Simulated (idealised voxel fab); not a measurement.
Module name: voxel self aligned contacts (process module)
Shown is cross-section cut, with a width of 165 nm and square cells of size 5 nm.
Bands, listed from the top down, are how a cross-section gets written in this document; the cross-section itself is a grid of square cells, and a band is one or more rows of them.
First you get the band's top height and its bottom height, in nm, and then the materials it's made of, left to right, with each width in nm. If you see a single material with "everywhere", that one covers the band edge to edge. "empty" is empty space.
Height reference: 0 = level under which incoming wafer is all one material. Lowest band: no bottom, runs on downward, e.g. "0 -> down".
It should be noted that a width expressed as "30..40" varies in equal increments from row to row of cells within the band, taking the value of the first number at the top row and that of the second number at the bottom row.
"changes: none" (step): cross-section cells unchanged, all of them.
For the entry "Entrapped voids", the listed items are empty spaces with no open way to the top whose size is 8 cells or more; each item follows the pattern width x height at distance, where distance is from the left edge and all three are in nm.
It should be noted that, on the line of a given step, the content following the step's settings is a remark produced by the simulator itself with respect to that step.
If you see "overlay nm" on a step's line and that step has a mask, it's telling you how far right of where it was planned the mask ended up; a negative number means it went left instead.

**The steps planned for the process are as follows**
1 RECEIVE: material Si
2 OXIDIZE: depth nm 5
3 DIRECTIONAL_DEP: material polySi, thk nm 30
4 DIRECTIONAL_DEP: material SiN, thk nm 15
5 PATTERN: tone cover, mask id GATE, material resist, width nm 30, pitch nm 60, thk nm 15, overlay nm 0
6 DIRECTIONAL_ETCH: etch materials SiN, depth nm 15
7 DIRECTIONAL_ETCH: etch materials polySi, depth nm 30
8 STRIP: etch materials resist
9 CONFORMAL_DEP: material SiN, thk nm 5
10 DIRECTIONAL_ETCH: etch materials SiN, depth nm 5
11 FILL_DEP: material SiO2, thk nm 20
12 CMP: height nm 55
13 PATTERN: tone open, mask id CONTACT, material resist, width nm 40, thk nm 15, overlay nm 0
14 DIRECTIONAL_ETCH: etch materials SiO2, depth nm 60
15 STRIP: etch materials resist
16 CONFORMAL_DEP: material TiN, thk nm 5
17 FILL_DEP: material Ru, thk nm 10
18 CMP: height nm 55
19 CONFORMAL_DEP: material SiN, thk nm 5

**Here's what the wafer looked like in cross-section when it arrived - that's after step 1**
- 0 -> down = Si everywhere
- Entrapped voids: none

**Sectioned view, first of two wafers, at the close of the module, processed as intended in the plan**
- 60 -> 55 = SiN everywhere
- 55 -> 45 = SiO2 (60) | TiN (5..15) | Ru (30..10) | TiN (5..15) | SiO2 (65)
- 45 -> 30 = SiO2 (30) | SiN (40) | TiN (5) | Ru (10) | TiN (5) | SiN (40) | SiO2 (35)
- 30 -> 0 = SiO2 (30) | SiN (5) | polySi (30) | SiN (5) | TiN (5) | Ru (10) | TiN (5) | SiN (5) | polySi (30) | SiN (5) | SiO2 (35)
- 0 -> -5 = SiO2 (70) | TiN (20) | SiO2 (75)
- -5 -> down = Si everywhere
- Entrapped voids: none

**Cross-section, wafer two of two, end of module: same start and plan as wafer one, one error in execution**
- 60 -> 55 = SiN everywhere
- 55 -> 45 = SiO2 (60) | TiN (5) | Ru (30) | TiN (5) | SiO2 (65)
- 45 -> 40 = SiO2 (60) | TiN (10) | Ru (20) | TiN (10) | SiO2 (65)
- 40 -> 30 = SiO2 (35) | SiN (30) | TiN (5) | Ru (20) | TiN (5) | SiN (30) | SiO2 (40)
- 30 -> 0 = SiO2 (35) | polySi (30) | TiN (5) | Ru (20) | TiN (5) | polySi (30) | SiO2 (40)
- 0 -> -5 = SiO2 (65) | TiN (30) | SiO2 (70)
- -5 -> down = Si everywhere
- Entrapped voids: none
Error vs. plan: skipped: plan step 9 (never run)
In the final state, the cell counts of the second wafer exceed or fall short of those of the first for the following materials: Ru +22, SiN -48, SiO2 +26
